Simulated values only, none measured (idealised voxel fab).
Process module under the name voxel double patterning
FYI the section here is cut, 275 nm wide, cells are 5 nm squares.
When this document writes out a cross-section, it uses a grid of square cells and lists it as bands, beginning at the top and moving down, with a band standing for one or more rows of cells.
Band entry format. Leading values: height of top, height of bottom, nm. Remainder: materials in left-to-right order, each with its width in nm. Special words: "all across" on a single material, which then fills the band edge to edge; "empty", empty space.
Height 0 is the level under which the wafer as received is all one material. The lowest band goes on downwards, as in "0..down".
Per-row width for "30..40": begins at first number (top row of band), ends at second number (bottom row), increment between rows held constant.
Reading "stayed the same" for a step: not a cell of the cross-section changed in it.
The entry titled "Sealed internal voids" provides the empty spaces that have no open way to the top, restricted to those of 8 cells or more. Each is presented as width x height at distance, the distance being measured from the left edge, with all three in nm.
Text after the settings on a step's line: the simulator's own remark on that step.
The optional step-line setting "overlay nm" applies to steps with a mask and quantifies how far to the right of its planned location the mask lay, a negative value indicating leftward placement.

## Planned process steps
1 op RECEIVE | material Si
2 op CONFORMAL_DEP | material SiO2 | thk nm 10
3 op DIRECTIONAL_DEP | material W | thk nm 15
4 op DIRECTIONAL_DEP | material SiCN | thk nm 5
5 op PATTERN | tone open | mask id FIRST | material resist | width nm 15 | pitch nm 50 | thk nm 15 | overlay nm 0
6 op DIRECTIONAL_ETCH | etch materials SiCN | depth nm 5
7 op STRIP | etch materials resist
8 op PATTERN | tone open | mask id SECOND | material resist | width nm 15 | pitch nm 50 | thk nm 15 | overlay nm 0
9 op DIRECTIONAL_ETCH | etch materials SiCN | depth nm 5
10 op STRIP | etch materials resist
11 op DIRECTIONAL_ETCH | etch materials W | depth nm 15
12 op STRIP | etch materials SiCN

## First wafer out of two, processed as planned

## The cross-section here shows the wafer as received, i.e. in its state after step 1
- 0..down  Si all across
- Sealed internal voids: none

## Take a look at the wafer's cross-section after step 2
- 10..0  SiO2 all across
- Below 0 it's all the same as before, nothing changed down there.

## Take a look at the wafer's cross-section after step 3
- 25..10  W all across
- Below 10 it's all the same as before, nothing changed down there.

## Take a look at the wafer's cross-section after step 4
- 30..25  SiCN all across
- Below 25 it's all the same as before, nothing changed down there.

## Take a look at the wafer's cross-section after step 5
- 45..30  resist: 80, empty: 15, resist: 35, empty: 15, resist: 35, empty: 15, resist: 80
- Below 30 it's all the same as before, nothing changed down there.

## Take a look at the wafer's cross-section after step 6
- 45..30  resist: 80, empty: 15, resist: 35, empty: 15, resist: 35, empty: 15, resist: 80
- 30..25  SiCN: 80, empty: 15, SiCN: 35, empty: 15, SiCN: 35, empty: 15, SiCN: 80
- Below 25 it's all the same as before, nothing changed down there.

## Take a look at the wafer's cross-section after step 7
- 30..25  SiCN: 80, empty: 15, SiCN: 35, empty: 15, SiCN: 35, empty: 15, SiCN: 80
- Below 25 it's all the same as before, nothing changed down there.

## Take a look at the wafer's cross-section after step 8
- 45..30  resist: 105, empty: 15, resist: 35, empty: 15, resist: 105
- 30..25  SiCN: 80, resist: 15, SiCN: 35, resist: 15, SiCN: 35, resist: 15, SiCN: 80
- Below 25 it's all the same as before, nothing changed down there.

## Take a look at the wafer's cross-section after step 9
- 45..30  resist: 105, empty: 15, resist: 35, empty: 15, resist: 105
- 30..25  SiCN: 80, resist: 15, SiCN: 10, empty: 15, SiCN: 10, resist: 15, SiCN: 10, empty: 15, SiCN: 10, resist: 15, SiCN: 80
- Below 25 it's all the same as before, nothing changed down there.

## Take a look at the wafer's cross-section after step 10
- 30..25  SiCN: 80, empty: 15, SiCN: 10, empty: 15, SiCN: 10, empty: 15, SiCN: 10, empty: 15, SiCN: 10, empty: 15, SiCN: 80
- Below 25 it's all the same as before, nothing changed down there.

## Take a look at the wafer's cross-section after step 11
- 30..25  SiCN: 80, empty: 15, SiCN: 10, empty: 15, SiCN: 10, empty: 15, SiCN: 10, empty: 15, SiCN: 10, empty: 15, SiCN: 80
- 25..10  W: 80, empty: 15, W: 10, empty: 15, W: 10, empty: 15, W: 10, empty: 15, W: 10, empty: 15, W: 80
- Below 10 it's all the same as before, nothing changed down there.

## Take a look at the wafer's cross-section after step 12
- 25..10  W: 80, empty: 15, W: 10, empty: 15, W: 10, empty: 15, W: 10, empty: 15, W: 10, empty: 15, W: 80
- Below 10 it's all the same as before, nothing changed down there.

## Second of two: same start, same plan, one run error; steps up to and including 4 match the first

## The second wafer cut through, at the time step 5 was supposed to be finished
- 45..30  resist: 75, empty: 15, resist: 35, empty: 15, resist: 35, empty: 15, resist: 85
- Below 30 it's all the same as before, nothing changed down there.

## The second wafer cut through, at the time step 6 was supposed to be finished
- 45..30  resist: 75, empty: 15, resist: 35, empty: 15, resist: 35, empty: 15, resist: 85
- 30..25  SiCN: 75, empty: 15, SiCN: 35, empty: 15, SiCN: 35, empty: 15, SiCN: 85
- Below 25 it's all the same as before, nothing changed down there.

## The second wafer cut through, at the time step 7 was supposed to be finished
- 30..25  SiCN: 75, empty: 15, SiCN: 35, empty: 15, SiCN: 35, empty: 15, SiCN: 85
- Below 25 it's all the same as before, nothing changed down there.

## The second wafer cut through, at the time step 8 was supposed to be finished
- 45..30  resist: 105, empty: 15, resist: 35, empty: 15, resist: 105
- 30..25  SiCN: 75, resist: 15, SiCN: 35, resist: 15, SiCN: 35, resist: 15, SiCN: 85
- Below 25 it's all the same as before, nothing changed down there.

## The second wafer cut through, at the time step 9 was supposed to be finished
- 45..30  resist: 105, empty: 15, resist: 35, empty: 15, resist: 105
- 30..25  SiCN: 75, resist: 15, SiCN: 15, empty: 15, SiCN: 5, resist: 15, SiCN: 15, empty: 15, SiCN: 5, resist: 15, SiCN: 85
- Below 25 it's all the same as before, nothing changed down there.

## The second wafer cut through, at the time step 10 was supposed to be finished
- 30..25  SiCN: 75, empty: 15, SiCN: 15, empty: 15, SiCN: 5, empty: 15, SiCN: 15, empty: 15, SiCN: 5, empty: 15, SiCN: 85
- Below 25 it's all the same as before, nothing changed down there.

## The second wafer cut through, at the time step 11 was supposed to be finished
- 30..25  SiCN: 75, empty: 15, SiCN: 15, empty: 15, SiCN: 5, empty: 15, SiCN: 15, empty: 15, SiCN: 5, empty: 15, SiCN: 85
- 25..10  W: 75, empty: 15, W: 15, empty: 15, W: 5, empty: 15, W: 15, empty: 15, W: 5, empty: 15, W: 85
- Below 10 it's all the same as before, nothing changed down there.

## The second wafer cut through, at the time step 12 was supposed to be finished
- 25..10  W: 75, empty: 15, W: 15, empty: 15, W: 5, empty: 15, W: 15, empty: 15, W: 5, empty: 15, W: 85
- Below 10 it's all the same as before, nothing changed down there.
Which mistake was made when the wafer was run? step 5, actual vs plan mismatch, actual run op PATTERN | tone open | mask id FIRST | material resist | width nm 15 | pitch nm 50 | thk nm 15 | overlay nm -5
In the final comparison it is observed that the number of cells assigned to each material is identical for the two wafers, whereas their placement is not.
